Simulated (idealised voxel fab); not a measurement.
process module | voxel self aligned vias
cross-section cut | 225 nm wide | cells 5 nm
A cross-section is a grid of square cells, given in bands from the top down. A band is one or more rows of cells.
Each band's line starts with the height of the band's top and of its bottom, in nm. Then come its materials from left to right, each with its width in nm. One material with "throughout" fills the band from edge to edge. "air" is empty space.
Height 0 is the level under which the wafer as received is all one material. The lowest band goes on downwards, as in "0 down".
A width such as "30 to 40" changes by the same amount from each row of cells to the next, from the band's top row to its bottom row.
"no change" after a step means that no cell of the cross-section changed.
closed voids: empty space of 8 cells or more with no open way to the top, each as width x height at its distance from the left edge, in nm
after a step's settings: what the simulator itself notes on the step
overlay nm, on a step with a mask: how far to the right of its planned place the mask lay; to the left if negative
Each pair below shows a cross-section before one step and the cross-section after it, down to the lowest band that changed. The line under each pair gives the step between them, with its settings. The pairs can come from different runs of this module on the same starting wafer, so a pair continues from the pair above only where its "before" says so.
before
  0 down: Si throughout
  closed voids: none
after
  10 to 0: SiO2 throughout
  below 0: unchanged
  closed voids: none
the step between: op CONFORMAL_DEP | material SiO2 | thk nm 10
before: the cross-section after the pair above
after
  15 to 10: SiCN throughout
  below 10: unchanged
  closed voids: none
the step between: op CONFORMAL_DEP | material SiCN | thk nm 5
before: the cross-section after the pair above
after
  35 to 15: lowk throughout
  below 15: unchanged
  closed voids: none
the step between: op DIRECTIONAL_DEP | material lowk | thk nm 20
before: the cross-section after the pair above
after
  35 to 15: lowk 25 | air 30 | lowk 40 | air 30 | lowk 40 | air 30 | lowk 30
  below 15: unchanged
  closed voids: none
the step between: op MASKED_ETCH | tone open | mask id LINES | width nm 30 | pitch nm 70 | etch materials lowk | depth nm 20 | overlay nm 0
before: the cross-section after the pair above
after
  40 to 35: TiN 30 | air 20 | TiN 50 | air 20 | TiN 50 | air 20 | TiN 35
  35 to 20: lowk 25 | TiN 5 | air 20 | TiN 5 | lowk 40 | TiN 5 | air 20 | TiN 5 | lowk 40 | TiN 5 | air 20 | TiN 5 | lowk 30
  20 to 15: lowk 25 | TiN 30 | lowk 40 | TiN 30 | lowk 40 | TiN 30 | lowk 30
  below 15: unchanged
  closed voids: none
the step between: op CONFORMAL_DEP | material TiN | thk nm 5
before: the cross-section after the pair above
after
  45 to 40: W throughout
  40 to 35: TiN 30 | W 20 | TiN 50 | W 20 | TiN 50 | W 20 | TiN 35
  35 to 20: lowk 25 | TiN 5 | W 20 | TiN 5 | lowk 40 | TiN 5 | W 20 | TiN 5 | lowk 40 | TiN 5 | W 20 | TiN 5 | lowk 30
  below 20: unchanged
  closed voids: none
the step between: op FILL_DEP | material W | thk nm 5
before: the cross-section after the pair above
after
  35 to 20: lowk 25 | TiN 5 | W 20 | TiN 5 | lowk 40 | TiN 5 | W 20 | TiN 5 | lowk 40 | TiN 5 | W 20 | TiN 5 | lowk 30
  below 20: unchanged
  closed voids: none
the step between: op CMP | height nm 35
before: the cross-section after the pair above
after
  35 to 30: lowk 25 | air 30 | lowk 40 | air 30 | lowk 40 | air 30 | lowk 30
  below 30: unchanged
  closed voids: none
the step between: op SELECTIVE_ETCH | etch materials W Ru TiN | depth nm 5
before: the cross-section after the pair above
after
  45 to 35: SiN throughout
  35 to 30: lowk 25 | SiN 30 | lowk 40 | SiN 30 | lowk 40 | SiN 30 | lowk 30
  below 30: unchanged
  closed voids: none
the step between: op FILL_DEP | material SiN | thk nm 10
before: the cross-section after the pair above
after
  35 to 30: lowk 25 | SiN 30 | lowk 40 | SiN 30 | lowk 40 | SiN 30 | lowk 30
  below 30: unchanged
  closed voids: none
the step between: op CMP | height nm 35
before: the cross-section after the pair above
after
  50 to 35: lowk throughout
  below 35: unchanged
  closed voids: none
the step between: op DIRECTIONAL_DEP | material lowk | thk nm 15
before: the cross-section after the pair above
after
  65 to 50: aC throughout
  below 50: unchanged
  closed voids: none
the step between: op DIRECTIONAL_DEP | material aC | thk nm 15
before: the cross-section after the pair above
after
  100 to 65: resist 20 | air 40 | resist 30 | air 40 | resist 30 | air 40 | resist 25
  below 65: unchanged
  closed voids: none
the step between: op PATTERN | tone open | mask id VIAS | material resist | width nm 40 | pitch nm 70 | thk nm 35 | overlay nm 0
before: the cross-section after the pair above
after
  85 to 65: resist 20 | air 40 | resist 30 | air 40 | resist 30 | air 40 | resist 25
  65 to 50: aC 20 | air 40 | aC 30 | air 40 | aC 30 | air 40 | aC 25
  below 50: unchanged
  closed voids: none
the step between: op DIRECTIONAL_ETCH | etch materials aC | depth nm 15
before: the cross-section after the pair above
after
  65 to 50: aC 20 | air 40 | aC 30 | air 40 | aC 30 | air 40 | aC 25
  below 50: unchanged
  closed voids: none
the step between: op STRIP | etch materials resist
before: the cross-section after the pair above
after
  65 to 50: aC 20 | air 40 | aC 30 | air 40 | aC 30 | air 40 | aC 25
  50 to 35: lowk 20 | air 40 | lowk 30 | air 40 | lowk 30 | air 40 | lowk 25
  below 35: unchanged
  closed voids: none
the step between: op DIRECTIONAL_ETCH | etch materials lowk | depth nm 15
before: the cross-section after the pair above
after
  65 to 50: aC 20 | air 40 | aC 30 | air 40 | aC 30 | air 40 | aC 25
  50 to 35: lowk 20 | air 40 | lowk 30 | air 40 | lowk 30 | air 40 | lowk 25
  35 to 30: lowk 25 | air 30 | lowk 40 | air 30 | lowk 40 | air 30 | lowk 30
  below 30: unchanged
  closed voids: none
the step between: op DIRECTIONAL_ETCH | etch materials SiN | depth nm 5
before: the cross-section after the pair above
after
  50 to 35: lowk 20 | air 40 | lowk 30 | air 40 | lowk 30 | air 40 | lowk 25
  below 35: unchanged
  closed voids: none
the step between: op STRIP | etch materials aC
before: the cross-section after the pair above
after
  55 to 50: TiN 25 | air 30 | TiN 40 | air 30 | TiN 40 | air 30 | TiN 30
  50 to 40: lowk 20 | TiN 5 | air 30 | TiN 5 | lowk 30 | TiN 5 | air 30 | TiN 5 | lowk 30 | TiN 5 | air 30 | TiN 5 | lowk 25
  40 to 35: lowk 20 | TiN 10 | air 20 | TiN 10 | lowk 30 | TiN 10 | air 20 | TiN 10 | lowk 30 | TiN 10 | air 20 | TiN 10 | lowk 25
  35 to 30: lowk 25 | TiN 30 | lowk 40 | TiN 30 | lowk 40 | TiN 30 | lowk 30
  below 30: unchanged
  closed voids: none
the step between: op CONFORMAL_DEP | material TiN | thk nm 5
before: the cross-section after the pair above
after
  65 to 55: Ru throughout
  55 to 50: TiN 25 | Ru 30 | TiN 40 | Ru 30 | TiN 40 | Ru 30 | TiN 30
  50 to 40: lowk 20 | TiN 5 | Ru 30 | TiN 5 | lowk 30 | TiN 5 | Ru 30 | TiN 5 | lowk 30 | TiN 5 | Ru 30 | TiN 5 | lowk 25
  40 to 35: lowk 20 | TiN 10 | Ru 20 | TiN 10 | lowk 30 | TiN 10 | Ru 20 | TiN 10 | lowk 30 | TiN 10 | Ru 20 | TiN 10 | lowk 25
  below 35: unchanged
  closed voids: none
the step between: op FILL_DEP | material Ru | thk nm 10
before: the cross-section after the pair above
after
  50 to 40: lowk 20 | TiN 5 | Ru 30 | TiN 5 | lowk 30 | TiN 5 | Ru 30 | TiN 5 | lowk 30 | TiN 5 | Ru 30 | TiN 5 | lowk 25
  below 40: unchanged
  closed voids: none
the step between: op CMP | height nm 50
before: the cross-section after the pair above
after
  55 to 50: SiN throughout
  below 50: unchanged
  closed voids: none
the step between: op CONFORMAL_DEP | material SiN | thk nm 5
before
  65 to 55: Ru throughout
  55 to 50: TiN 25 | Ru 30 | TiN 40 | Ru 30 | TiN 40 | Ru 30 | TiN 30
  50 to 40: lowk 20 | TiN 5 | Ru 30 | TiN 5 | lowk 30 | TiN 5 | Ru 30 | TiN 5 | lowk 30 | TiN 5 | Ru 30 | TiN 5 | lowk 25
  40 to 35: lowk 20 | TiN 10 | Ru 20 | TiN 10 | lowk 30 | TiN 10 | Ru 20 | TiN 10 | lowk 30 | TiN 10 | Ru 20 | TiN 10 | lowk 25
  35 to 30: lowk 25 | TiN 30 | lowk 40 | TiN 30 | lowk 40 | TiN 30 | lowk 30
  30 to 20: lowk 25 | TiN 5 | W 20 | TiN 5 | lowk 40 | TiN 5 | W 20 | TiN 5 | lowk 40 | TiN 5 | W 20 | TiN 5 | lowk 30
  20 to 15: lowk 25 | TiN 30 | lowk 40 | TiN 30 | lowk 40 | TiN 30 | lowk 30
  15 to 10: SiCN throughout
  10 to 0: SiO2 throughout
  0 down: Si throughout
  closed voids: none
after
  70 to 65: SiN throughout
  below 65: unchanged
  closed voids: none
the step between: op CONFORMAL_DEP | material SiN | thk nm 5
before
  65 to 50: aC 20 | air 40 | aC 30 | air 40 | aC 30 | air 40 | aC 25
  50 to 35: lowk 20 | air 40 | lowk 30 | air 40 | lowk 30 | air 40 | lowk 25
  35 to 30: lowk 25 | SiN 30 | lowk 40 | SiN 30 | lowk 40 | SiN 30 | lowk 30
  30 to 20: lowk 25 | TiN 5 | W 20 | TiN 5 | lowk 40 | TiN 5 | W 20 | TiN 5 | lowk 40 | TiN 5 | W 20 | TiN 5 | lowk 30
  20 to 15: lowk 25 | TiN 30 | lowk 40 | TiN 30 | lowk 40 | TiN 30 | lowk 30
  15 to 10: SiCN throughout
  10 to 0: SiO2 throughout
  0 down: Si throughout
  closed voids: none
after
  65 to 50: aC 20 | air 40 | aC 30 | air 40 | aC 30 | air 40 | aC 25
  50 to 35: lowk 20 | air 40 | lowk 30 | air 40 | lowk 30 | air 40 | lowk 25
  35 to 30: lowk 20 | air 5 | SiN 30 | air 5 | lowk 30 | air 5 | SiN 30 | air 5 | lowk 30 | air 5 | SiN 30 | air 5 | lowk 25
  30 to 20: lowk 20 | air 5 | TiN 5 | W 20 | TiN 5 | air 5 | lowk 30 | air 5 | TiN 5 | W 20 | TiN 5 | air 5 | lowk 30 | air 5 | TiN 5 | W 20 | TiN 5 | air 5 | lowk 25
  below 20: unchanged
  closed voids: none
the step between: op DIRECTIONAL_ETCH | etch materials lowk | depth nm 15
before: the cross-section after the pair above
after
  65 to 50: aC 20 | air 40 | aC 30 | air 40 | aC 30 | air 40 | aC 25
  50 to 30: lowk 20 | air 40 | lowk 30 | air 40 | lowk 30 | air 40 | lowk 25
  below 30: unchanged
  closed voids: none
the step between: op DIRECTIONAL_ETCH | etch materials SiN | depth nm 5
before: the cross-section after the pair above
after
  50 to 30: lowk 20 | air 40 | lowk 30 | air 40 | lowk 30 | air 40 | lowk 25
  below 30: unchanged
  closed voids: none
the step between: op STRIP | etch materials aC
before: the cross-section after the pair above
after
  55 to 50: TiN 25 | air 30 | TiN 40 | air 30 | TiN 40 | air 30 | TiN 30
  50 to 35: lowk 20 | TiN 5 | air 30 | TiN 5 | lowk 30 | TiN 5 | air 30 | TiN 5 | lowk 30 | TiN 5 | air 30 | TiN 5 | lowk 25
  35 to 30: lowk 20 | TiN 40 | lowk 30 | TiN 40 | lowk 30 | TiN 40 | lowk 25
  30 to 20: lowk 20 | TiN 10 | W 20 | TiN 10 | lowk 30 | TiN 10 | W 20 | TiN 10 | lowk 30 | TiN 10 | W 20 | TiN 10 | lowk 25
  below 20: unchanged
  closed voids: none
the step between: op CONFORMAL_DEP | material TiN | thk nm 5
before: the cross-section after the pair above
after
  65 to 55: Ru throughout
  55 to 50: TiN 25 | Ru 30 | TiN 40 | Ru 30 | TiN 40 | Ru 30 | TiN 30
  50 to 35: lowk 20 | TiN 5 | Ru 30 | TiN 5 | lowk 30 | TiN 5 | Ru 30 | TiN 5 | lowk 30 | TiN 5 | Ru 30 | TiN 5 | lowk 25
  below 35: unchanged
  closed voids: none
the step between: op FILL_DEP | material Ru | thk nm 10
before: the cross-section after the pair above
after
  50 to 35: lowk 20 | TiN 5 | Ru 30 | TiN 5 | lowk 30 | TiN 5 | Ru 30 | TiN 5 | lowk 30 | TiN 5 | Ru 30 | TiN 5 | lowk 25
  below 35: unchanged
  closed voids: none
the step between: op CMP | height nm 50
before: the cross-section after the pair above
after
  55 to 50: SiN throughout
  below 50: unchanged
  closed voids: none
the step between: op CONFORMAL_DEP | material SiN | thk nm 5
before
  0 down: Si throughout
  closed voids: none
after
  5 to 0: SiCN throughout
  below 0: unchanged
  closed voids: none
the step between: op CONFORMAL_DEP | material SiCN | thk nm 5
before: the cross-section after the pair above
after
  15 to 5: SiO2 throughout
  below 5: unchanged
  closed voids: none
the step between: op CONFORMAL_DEP | material SiO2 | thk nm 10
before: the cross-section after the pair above
after
  35 to 15: lowk throughout
  below 15: unchanged
  closed voids: none
the step between: op DIRECTIONAL_DEP | material lowk | thk nm 20
before: the cross-section after the pair above
after
  35 to 15: lowk 25 | air 30 | lowk 40 | air 30 | lowk 40 | air 30 | lowk 30
  below 15: unchanged
  closed voids: none
the step between: op MASKED_ETCH | tone open | mask id LINES | width nm 30 | pitch nm 70 | etch materials lowk | depth nm 20 | overlay nm 0
before: the cross-section after the pair above
after
  40 to 35: TiN 30 | air 20 | TiN 50 | air 20 | TiN 50 | air 20 | TiN 35
  35 to 20: lowk 25 | TiN 5 | air 20 | TiN 5 | lowk 40 | TiN 5 | air 20 | TiN 5 | lowk 40 | TiN 5 | air 20 | TiN 5 | lowk 30
  20 to 15: lowk 25 | TiN 30 | lowk 40 | TiN 30 | lowk 40 | TiN 30 | lowk 30
  below 15: unchanged
  closed voids: none
the step between: op CONFORMAL_DEP | material TiN | thk nm 5
before: the cross-section after the pair above
after
  45 to 40: W throughout
  40 to 35: TiN 30 | W 20 | TiN 50 | W 20 | TiN 50 | W 20 | TiN 35
  35 to 20: lowk 25 | TiN 5 | W 20 | TiN 5 | lowk 40 | TiN 5 | W 20 | TiN 5 | lowk 40 | TiN 5 | W 20 | TiN 5 | lowk 30
  below 20: unchanged
  closed voids: none
the step between: op FILL_DEP | material W | thk nm 5
before: the cross-section after the pair above
after
  35 to 20: lowk 25 | TiN 5 | W 20 | TiN 5 | lowk 40 | TiN 5 | W 20 | TiN 5 | lowk 40 | TiN 5 | W 20 | TiN 5 | lowk 30
  below 20: unchanged
  closed voids: none
the step between: op CMP | height nm 35
before: the cross-section after the pair above
after
  35 to 30: lowk 25 | air 30 | lowk 40 | air 30 | lowk 40 | air 30 | lowk 30
  below 30: unchanged
  closed voids: none
the step between: op SELECTIVE_ETCH | etch materials W Ru TiN | depth nm 5
before: the cross-section after the pair above
after
  45 to 35: SiN throughout
  35 to 30: lowk 25 | SiN 30 | lowk 40 | SiN 30 | lowk 40 | SiN 30 | lowk 30
  below 30: unchanged
  closed voids: none
the step between: op FILL_DEP | material SiN | thk nm 10
before: the cross-section after the pair above
after
  35 to 30: lowk 25 | SiN 30 | lowk 40 | SiN 30 | lowk 40 | SiN 30 | lowk 30
  below 30: unchanged
  closed voids: none
the step between: op CMP | height nm 35
before: the cross-section after the pair above
after
  50 to 35: lowk throughout
  below 35: unchanged
  closed voids: none
the step between: op DIRECTIONAL_DEP | material lowk | thk nm 15
before: the cross-section after the pair above
after
  65 to 50: aC throughout
  below 50: unchanged
  closed voids: none
the step between: op DIRECTIONAL_DEP | material aC | thk nm 15
before: the cross-section after the pair above
after
  100 to 65: resist 20 | air 40 | resist 30 | air 40 | resist 30 | air 40 | resist 25
  below 65: unchanged
  closed voids: none
the step between: op PATTERN | tone open | mask id VIAS | material resist | width nm 40 | pitch nm 70 | thk nm 35 | overlay nm 0
before: the cross-section after the pair above
after
  85 to 65: resist 20 | air 40 | resist 30 | air 40 | resist 30 | air 40 | resist 25
  65 to 50: aC 20 | air 40 | aC 30 | air 40 | aC 30 | air 40 | aC 25
  below 50: unchanged
  closed voids: none
the step between: op DIRECTIONAL_ETCH | etch materials aC | depth nm 15
before: the cross-section after the pair above
after
  65 to 50: aC 20 | air 40 | aC 30 | air 40 | aC 30 | air 40 | aC 25
  below 50: unchanged
  closed voids: none
the step between: op STRIP | etch materials resist
before: the cross-section after the pair above
after
  65 to 50: aC 20 | air 40 | aC 30 | air 40 | aC 30 | air 40 | aC 25
  50 to 35: lowk 20 | air 40 | lowk 30 | air 40 | lowk 30 | air 40 | lowk 25
  below 35: unchanged
  closed voids: none
the step between: op DIRECTIONAL_ETCH | etch materials lowk | depth nm 15
before: the cross-section after the pair above
after
  65 to 50: aC 20 | air 40 | aC 30 | air 40 | aC 30 | air 40 | aC 25
  50 to 35: lowk 20 | air 40 | lowk 30 | air 40 | lowk 30 | air 40 | lowk 25
  35 to 30: lowk 25 | air 30 | lowk 40 | air 30 | lowk 40 | air 30 | lowk 30
  below 30: unchanged
  closed voids: none
the step between: op DIRECTIONAL_ETCH | etch materials SiN | depth nm 5
before: the cross-section after the pair above
after
  50 to 35: lowk 20 | air 40 | lowk 30 | air 40 | lowk 30 | air 40 | lowk 25
  below 35: unchanged
  closed voids: none
the step between: op STRIP | etch materials aC
before: the cross-section after the pair above
after
  55 to 50: TiN 25 | air 30 | TiN 40 | air 30 | TiN 40 | air 30 | TiN 30
  50 to 40: lowk 20 | TiN 5 | air 30 | TiN 5 | lowk 30 | TiN 5 | air 30 | TiN 5 | lowk 30 | TiN 5 | air 30 | TiN 5 | lowk 25
  40 to 35: lowk 20 | TiN 10 | air 20 | TiN 10 | lowk 30 | TiN 10 | air 20 | TiN 10 | lowk 30 | TiN 10 | air 20 | TiN 10 | lowk 25
  35 to 30: lowk 25 | TiN 30 | lowk 40 | TiN 30 | lowk 40 | TiN 30 | lowk 30
  below 30: unchanged
  closed voids: none
the step between: op CONFORMAL_DEP | material TiN | thk nm 5
before: the cross-section after the pair above
after
  65 to 55: Ru throughout
  55 to 50: TiN 25 | Ru 30 | TiN 40 | Ru 30 | TiN 40 | Ru 30 | TiN 30
  50 to 40: lowk 20 | TiN 5 | Ru 30 | TiN 5 | lowk 30 | TiN 5 | Ru 30 | TiN 5 | lowk 30 | TiN 5 | Ru 30 | TiN 5 | lowk 25
  40 to 35: lowk 20 | TiN 10 | Ru 20 | TiN 10 | lowk 30 | TiN 10 | Ru 20 | TiN 10 | lowk 30 | TiN 10 | Ru 20 | TiN 10 | lowk 25
  below 35: unchanged
  closed voids: none
the step between: op FILL_DEP | material Ru | thk nm 10
before: the cross-section after the pair above
after
  50 to 40: lowk 20 | TiN 5 | Ru 30 | TiN 5 | lowk 30 | TiN 5 | Ru 30 | TiN 5 | lowk 30 | TiN 5 | Ru 30 | TiN 5 | lowk 25
  below 40: unchanged
  closed voids: none
the step between: op CMP | height nm 50
before: the cross-section after the pair above
after
  55 to 50: SiN throughout
  below 50: unchanged
  closed voids: none
the step between: op CONFORMAL_DEP | material SiN | thk nm 5
before
  45 to 40: W throughout
  40 to 35: TiN 30 | W 20 | TiN 50 | W 20 | TiN 50 | W 20 | TiN 35
  35 to 20: lowk 25 | TiN 5 | W 20 | TiN 5 | lowk 40 | TiN 5 | W 20 | TiN 5 | lowk 40 | TiN 5 | W 20 | TiN 5 | lowk 30
  20 to 15: lowk 25 | TiN 30 | lowk 40 | TiN 30 | lowk 40 | TiN 30 | lowk 30
  15 to 10: SiCN throughout
  10 to 0: SiO2 throughout
  0 down: Si throughout
  closed voids: none
after
  30 to 20: lowk 25 | TiN 5 | W 20 | TiN 5 | lowk 40 | TiN 5 | W 20 | TiN 5 | lowk 40 | TiN 5 | W 20 | TiN 5 | lowk 30
  below 20: unchanged
  closed voids: none
the step between: op CMP | height nm 30
before: the cross-section after the pair above
after
  30 to 25: lowk 25 | air 30 | lowk 40 | air 30 | lowk 40 | air 30 | lowk 30
  below 25: unchanged
  closed voids: none
the step between: op SELECTIVE_ETCH | etch materials W Ru TiN | depth nm 5
before: the cross-section after the pair above
after
  40 to 30: SiN throughout
  30 to 25: lowk 25 | SiN 30 | lowk 40 | SiN 30 | lowk 40 | SiN 30 | lowk 30
  below 25: unchanged
  closed voids: none
the step between: op FILL_DEP | material SiN | thk nm 10
before: the cross-section after the pair above
after
  35 to 30: SiN throughout
  below 30: unchanged
  closed voids: none
the step between: op CMP | height nm 35
before: the cross-section after the pair above
after
  50 to 35: lowk throughout
  below 35: unchanged
  closed voids: none
the step between: op DIRECTIONAL_DEP | material lowk | thk nm 15
before: the cross-section after the pair above
after
  65 to 50: aC throughout
  below 50: unchanged
  closed voids: none
the step between: op DIRECTIONAL_DEP | material aC | thk nm 15
before: the cross-section after the pair above
after
  100 to 65: resist 20 | air 40 | resist 30 | air 40 | resist 30 | air 40 | resist 25
  below 65: unchanged
  closed voids: none
the step between: op PATTERN | tone open | mask id VIAS | material resist | width nm 40 | pitch nm 70 | thk nm 35 | overlay nm 0
before: the cross-section after the pair above
after
  85 to 65: resist 20 | air 40 | resist 30 | air 40 | resist 30 | air 40 | resist 25
  65 to 50: aC 20 | air 40 | aC 30 | air 40 | aC 30 | air 40 | aC 25
  below 50: unchanged
  closed voids: none
the step between: op DIRECTIONAL_ETCH | etch materials aC | depth nm 15
before: the cross-section after the pair above
after
  65 to 50: aC 20 | air 40 | aC 30 | air 40 | aC 30 | air 40 | aC 25
  below 50: unchanged
  closed voids: none
the step between: op STRIP | etch materials resist
before: the cross-section after the pair above
after
  65 to 50: aC 20 | air 40 | aC 30 | air 40 | aC 30 | air 40 | aC 25
  50 to 35: lowk 20 | air 40 | lowk 30 | air 40 | lowk 30 | air 40 | lowk 25
  below 35: unchanged
  closed voids: none
the step between: op DIRECTIONAL_ETCH | etch materials lowk | depth nm 15
before: the cross-section after the pair above
after
  65 to 50: aC 20 | air 40 | aC 30 | air 40 | aC 30 | air 40 | aC 25
  50 to 35: lowk 20 | air 40 | lowk 30 | air 40 | lowk 30 | air 40 | lowk 25
  35 to 30: SiN 20 | air 40 | SiN 30 | air 40 | SiN 30 | air 40 | SiN 25
  below 30: unchanged
  closed voids: none
the step between: op DIRECTIONAL_ETCH | etch materials SiN | depth nm 5
before: the cross-section after the pair above
after
  50 to 35: lowk 20 | air 40 | lowk 30 | air 40 | lowk 30 | air 40 | lowk 25
  below 35: unchanged
  closed voids: none
the step between: op STRIP | etch materials aC
before: the cross-section after the pair above
after
  55 to 50: TiN 25 | air 30 | TiN 40 | air 30 | TiN 40 | air 30 | TiN 30
  50 to 35: lowk 20 | TiN 5 | air 30 | TiN 5 | lowk 30 | TiN 5 | air 30 | TiN 5 | lowk 30 | TiN 5 | air 30 | TiN 5 | lowk 25
  35 to 30: SiN 20 | TiN 40 | SiN 30 | TiN 40 | SiN 30 | TiN 40 | SiN 25
  below 30: unchanged
  closed voids: none
the step between: op CONFORMAL_DEP | material TiN | thk nm 5
before: the cross-section after the pair above
after
  65 to 55: Ru throughout
  55 to 50: TiN 25 | Ru 30 | TiN 40 | Ru 30 | TiN 40 | Ru 30 | TiN 30
  50 to 35: lowk 20 | TiN 5 | Ru 30 | TiN 5 | lowk 30 | TiN 5 | Ru 30 | TiN 5 | lowk 30 | TiN 5 | Ru 30 | TiN 5 | lowk 25
  below 35: unchanged
  closed voids: none
the step between: op FILL_DEP | material Ru | thk nm 10
before: the cross-section after the pair above
after
  50 to 35: lowk 20 | TiN 5 | Ru 30 | TiN 5 | lowk 30 | TiN 5 | Ru 30 | TiN 5 | lowk 30 | TiN 5 | Ru 30 | TiN 5 | lowk 25
  below 35: unchanged
  closed voids: none
the step between: op CMP | height nm 50
before: the cross-section after the pair above
after
  55 to 50: SiN throughout
  below 50: unchanged
  closed voids: none
the step between: op CONFORMAL_DEP | material SiN | thk nm 5
before
  65 to 50: aC throughout
  50 to 35: lowk throughout
  35 to 30: lowk 25 | SiN 30 | lowk 40 | SiN 30 | lowk 40 | SiN 30 | lowk 30
  30 to 20: lowk 25 | TiN 5 | W 20 | TiN 5 | lowk 40 | TiN 5 | W 20 | TiN 5 | lowk 40 | TiN 5 | W 20 | TiN 5 | lowk 30
  20 to 15: lowk 25 | TiN 30 | lowk 40 | TiN 30 | lowk 40 | TiN 30 | lowk 30
  15 to 10: SiCN throughout
  10 to 0: SiO2 throughout
  0 down: Si throughout
  closed voids: none
after
  100 to 65: resist 25 | air 30 | resist 40 | air 30 | resist 40 | air 30 | resist 30
  below 65: unchanged
  closed voids: none
the step between: op PATTERN | tone open | mask id VIAS | material resist | width nm 30 | pitch nm 70 | thk nm 35 | overlay nm 0
before: the cross-section after the pair above
after
  85 to 65: resist 25 | air 30 | resist 40 | air 30 | resist 40 | air 30 | resist 30
  65 to 50: aC 25 | air 30 | aC 40 | air 30 | aC 40 | air 30 | aC 30
  below 50: unchanged
  closed voids: none
the step between: op DIRECTIONAL_ETCH | etch materials aC | depth nm 15
before: the cross-section after the pair above
after
  65 to 50: aC 25 | air 30 | aC 40 | air 30 | aC 40 | air 30 | aC 30
  below 50: unchanged
  closed voids: none
the step between: op STRIP | etch materials resist
before: the cross-section after the pair above
after
  65 to 50: aC 25 | air 30 | aC 40 | air 30 | aC 40 | air 30 | aC 30
  50 to 35: lowk 25 | air 30 | lowk 40 | air 30 | lowk 40 | air 30 | lowk 30
  below 35: unchanged
  closed voids: none
the step between: op DIRECTIONAL_ETCH | etch materials lowk | depth nm 15
before: the cross-section after the pair above
after
  65 to 50: aC 25 | air 30 | aC 40 | air 30 | aC 40 | air 30 | aC 30
  50 to 30: lowk 25 | air 30 | lowk 40 | air 30 | lowk 40 | air 30 | lowk 30
  below 30: unchanged
  closed voids: none
the step between: op DIRECTIONAL_ETCH | etch materials SiN | depth nm 5
before: the cross-section after the pair above
after
  50 to 30: lowk 25 | air 30 | lowk 40 | air 30 | lowk 40 | air 30 | lowk 30
  below 30: unchanged
  closed voids: none
the step between: op STRIP | etch materials aC
before: the cross-section after the pair above
after
  55 to 50: TiN 30 | air 20 | TiN 50 | air 20 | TiN 50 | air 20 | TiN 35
  50 to 35: lowk 25 | TiN 5 | air 20 | TiN 5 | lowk 40 | TiN 5 | air 20 | TiN 5 | lowk 40 | TiN 5 | air 20 | TiN 5 | lowk 30
  35 to 30: lowk 25 | TiN 30 | lowk 40 | TiN 30 | lowk 40 | TiN 30 | lowk 30
  below 30: unchanged
  closed voids: none
the step between: op CONFORMAL_DEP | material TiN | thk nm 5
before: the cross-section after the pair above
after
  65 to 55: Ru throughout
  55 to 50: TiN 30 | Ru 20 | TiN 50 | Ru 20 | TiN 50 | Ru 20 | TiN 35
  50 to 35: lowk 25 | TiN 5 | Ru 20 | TiN 5 | lowk 40 | TiN 5 | Ru 20 | TiN 5 | lowk 40 | TiN 5 | Ru 20 | TiN 5 | lowk 30
  below 35: unchanged
  closed voids: none
the step between: op FILL_DEP | material Ru | thk nm 10
before: the cross-section after the pair above
after
  50 to 35: lowk 25 | TiN 5 | Ru 20 | TiN 5 | lowk 40 | TiN 5 | Ru 20 | TiN 5 | lowk 40 | TiN 5 | Ru 20 | TiN 5 | lowk 30
  below 35: unchanged
  closed voids: none
the step between: op CMP | height nm 50
before: the cross-section after the pair above
after
  55 to 50: SiN throughout
  below 50: unchanged
  closed voids: none
the step between: op CONFORMAL_DEP | material SiN | thk nm 5
before
  35 to 15: lowk throughout
  15 to 10: SiCN throughout
  10 to 0: SiO2 throughout
  0 down: Si throughout
  closed voids: none
after
  35 to 15: lowk 30 | air 30 | lowk 40 | air 30 | lowk 40 | air 30 | lowk 25
  below 15: unchanged
  closed voids: none
the step between: op MASKED_ETCH | tone open | mask id LINES | width nm 30 | pitch nm 70 | etch materials lowk | depth nm 20 | overlay nm 5
before: the cross-section after the pair above
after
  40 to 35: TiN 35 | air 20 | TiN 50 | air 20 | TiN 50 | air 20 | TiN 30
  35 to 20: lowk 30 | TiN 5 | air 20 | TiN 5 | lowk 40 | TiN 5 | air 20 | TiN 5 | lowk 40 | TiN 5 | air 20 | TiN 5 | lowk 25
  20 to 15: lowk 30 | TiN 30 | lowk 40 | TiN 30 | lowk 40 | TiN 30 | lowk 25
  below 15: unchanged
  closed voids: none
the step between: op CONFORMAL_DEP | material TiN | thk nm 5
before: the cross-section after the pair above
after
  45 to 40: W throughout
  40 to 35: TiN 35 | W 20 | TiN 50 | W 20 | TiN 50 | W 20 | TiN 30
  35 to 20: lowk 30 | TiN 5 | W 20 | TiN 5 | lowk 40 | TiN 5 | W 20 | TiN 5 | lowk 40 | TiN 5 | W 20 | TiN 5 | lowk 25
  below 20: unchanged
  closed voids: none
the step between: op FILL_DEP | material W | thk nm 5
before: the cross-section after the pair above
after
  35 to 20: lowk 30 | TiN 5 | W 20 | TiN 5 | lowk 40 | TiN 5 | W 20 | TiN 5 | lowk 40 | TiN 5 | W 20 | TiN 5 | lowk 25
  below 20: unchanged
  closed voids: none
the step between: op CMP | height nm 35
before: the cross-section after the pair above
after
  35 to 30: lowk 30 | air 30 | lowk 40 | air 30 | lowk 40 | air 30 | lowk 25
  below 30: unchanged
  closed voids: none
the step between: op SELECTIVE_ETCH | etch materials W Ru TiN | depth nm 5
before: the cross-section after the pair above
after
  45 to 35: SiN throughout
  35 to 30: lowk 30 | SiN 30 | lowk 40 | SiN 30 | lowk 40 | SiN 30 | lowk 25
  below 30: unchanged
  closed voids: none
the step between: op FILL_DEP | material SiN | thk nm 10
before: the cross-section after the pair above
after
  35 to 30: lowk 30 | SiN 30 | lowk 40 | SiN 30 | lowk 40 | SiN 30 | lowk 25
  below 30: unchanged
  closed voids: none
the step between: op CMP | height nm 35
before: the cross-section after the pair above
after
  50 to 35: lowk throughout
  below 35: unchanged
  closed voids: none
the step between: op DIRECTIONAL_DEP | material lowk | thk nm 15
before: the cross-section after the pair above
after
  65 to 50: aC throughout
  below 50: unchanged
  closed voids: none
the step between: op DIRECTIONAL_DEP | material aC | thk nm 15
before: the cross-section after the pair above
after
  100 to 65: resist 20 | air 40 | resist 30 | air 40 | resist 30 | air 40 | resist 25
  below 65: unchanged
  closed voids: none
the step between: op PATTERN | tone open | mask id VIAS | material resist | width nm 40 | pitch nm 70 | thk nm 35 | overlay nm 0
before: the cross-section after the pair above
after
  85 to 65: resist 20 | air 40 | resist 30 | air 40 | resist 30 | air 40 | resist 25
  65 to 50: aC 20 | air 40 | aC 30 | air 40 | aC 30 | air 40 | aC 25
  below 50: unchanged
  closed voids: none
the step between: op DIRECTIONAL_ETCH | etch materials aC | depth nm 15
before: the cross-section after the pair above
after
  65 to 50: aC 20 | air 40 | aC 30 | air 40 | aC 30 | air 40 | aC 25
  below 50: unchanged
  closed voids: none
the step between: op STRIP | etch materials resist
